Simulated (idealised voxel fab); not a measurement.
process module | voxel gate over fins
cross-section cut | 270 nm wide | cells 5 nm
A cross-section is a grid of square cells, given in bands from the top down. A band is one or more rows of cells.
Each band's line starts with the height of the band's top and of its bottom, in nm. Then come its materials from left to right, each with its width in nm. One material with "throughout" fills the band from edge to edge. "air" is empty space.
Height 0 is the level under which the wafer as received is all one material. The lowest band goes on downwards, as in "0 down".
A width such as "30 to 40" changes by the same amount from each row of cells to the next, from the band's top row to its bottom row.
"no change" after a step means that no cell of the cross-section changed.
closed voids: empty space of 8 cells or more with no open way to the top, each as width x height at its distance from the left edge, in nm
after a step's settings: what the simulator itself notes on the step
overlay nm, on a step with a mask: how far to the right of its planned place the mask lay; to the left if negative
plan
1 op RECEIVE | material Si
2 op CONFORMAL_DEP | material SiN | thk nm 5
3 op MASKED_ETCH | tone cover | mask id FINS | width nm 15 | pitch nm 55 | etch materials SiN | depth nm 5 | overlay nm 0
4 op MASKED_ETCH | tone cover | mask id FINS | width nm 15 | pitch nm 55 | etch materials Si | depth nm 30 | overlay nm 0
5 op FILL_DEP | material SiO2 | thk nm 15
6 op CMP | height nm 5
7 op DIRECTIONAL_DEP | material aC | thk nm 15
8 op PATTERN | tone open | mask id RAIL | material resist | width nm 15 | thk nm 35 | overlay nm 0
9 op DIRECTIONAL_ETCH | etch materials aC | depth nm 15
10 op STRIP | etch materials resist
11 op DIRECTIONAL_ETCH | etch materials SiO2 | depth nm 30
12 op STRIP | etch materials aC
13 op CONFORMAL_DEP | material TiN | thk nm 5
14 op FILL_DEP | material Ru | thk nm 5
15 op CMP | height nm 5
16 op SELECTIVE_ETCH | etch materials W Ru TiN | depth nm 25
17 op FILL_DEP | material SiO2 | thk nm 5
18 op CMP | height nm 5
19 op SELECTIVE_ETCH | etch materials SiO2 | depth nm 20
20 op STRIP | etch materials SiN
21 op CONFORMAL_DEP | material HfO2 | thk nm 5
22 op CONFORMAL_DEP | material TiN | thk nm 5
23 op FILL_DEP | material W | thk nm 10
24 op CMP | height nm 15
25 op CONFORMAL_DEP | material SiN | thk nm 10
as received, after step 1
  0 down: Si throughout
  closed voids: none
first wafer at the end, as planned
  25 to 15: SiN throughout
  15 to 10: W throughout
  10 to 5: W 90 | TiN 35 | W 20 | TiN 35 | W 90
  5 to 0: W 90 | TiN 5 | HfO2 25 | TiN 5 | W 20 | TiN 5 | HfO2 25 | TiN 5 | W 90
  0 to -5: W 90 | TiN 5 | HfO2 5 | Si 15 | HfO2 5 | TiN 5 | W 20 | TiN 5 | HfO2 5 | Si 15 | HfO2 5 | TiN 5 | W 90
  -5 to -10: TiN 95 | HfO2 5 | Si 15 | HfO2 5 | TiN 30 | HfO2 5 | Si 15 | HfO2 5 | TiN 95
  -10 to -15: HfO2 100 | Si 15 | HfO2 40 | Si 15 | HfO2 100
  -15 to -20: SiO2 100 | Si 15 | SiO2 40 | Si 15 | SiO2 100
  -20 to -25: SiO2 100 | Si 15 | SiO2 10 | TiN 15 | SiO2 15 | Si 15 | SiO2 100
  -25 to -30: SiO2 100 | Si 15 | SiO2 40 | Si 15 | SiO2 100
  -30 down: Si throughout
  closed voids: none
second wafer at the end: like start, like plan, one mistake
  25 to 15: SiN throughout
  15 to 10: W throughout
  10 to 5: W 90 | TiN 35 | W 20 | TiN 35 | W 90
  5 to 0: W 90 | TiN 5 | HfO2 25 | TiN 5 | W 20 | TiN 5 | HfO2 25 | TiN 5 | W 90
  0 to -5: W 90 | TiN 5 | HfO2 5 | Si 15 | HfO2 5 | TiN 5 | W 20 | TiN 5 | HfO2 5 | Si 15 | HfO2 5 | TiN 5 | W 90
  -5 to -10: TiN 95 | HfO2 5 | Si 15 | HfO2 5 | TiN 5 | W 20 | TiN 5 | HfO2 5 | Si 15 | HfO2 5 | TiN 95
  -10 to -15: HfO2 85 | TiN 10 | HfO2 5 | Si 15 | HfO2 5 | TiN 30 | HfO2 5 | Si 15 | HfO2 5 | TiN 10 | HfO2 85
  -15 to -20: SiO2 80 | HfO2 20 | Si 15 | HfO2 40 | Si 15 | HfO2 20 | SiO2 80
  -20 to -25: SiO2 100 | Si 15 | SiO2 10 | TiN 15 | SiO2 15 | Si 15 | SiO2 100
  -25 to -30: SiO2 100 | Si 15 | SiO2 40 | Si 15 | SiO2 100
  -30 down: Si throughout
  closed voids: none
what went wrong: steps 19 and 20 were swapped
at the end the second wafer has, in cells: 6 more of HfO2 | 16 fewer of SiO2 | 6 more of TiN | 4 more of W
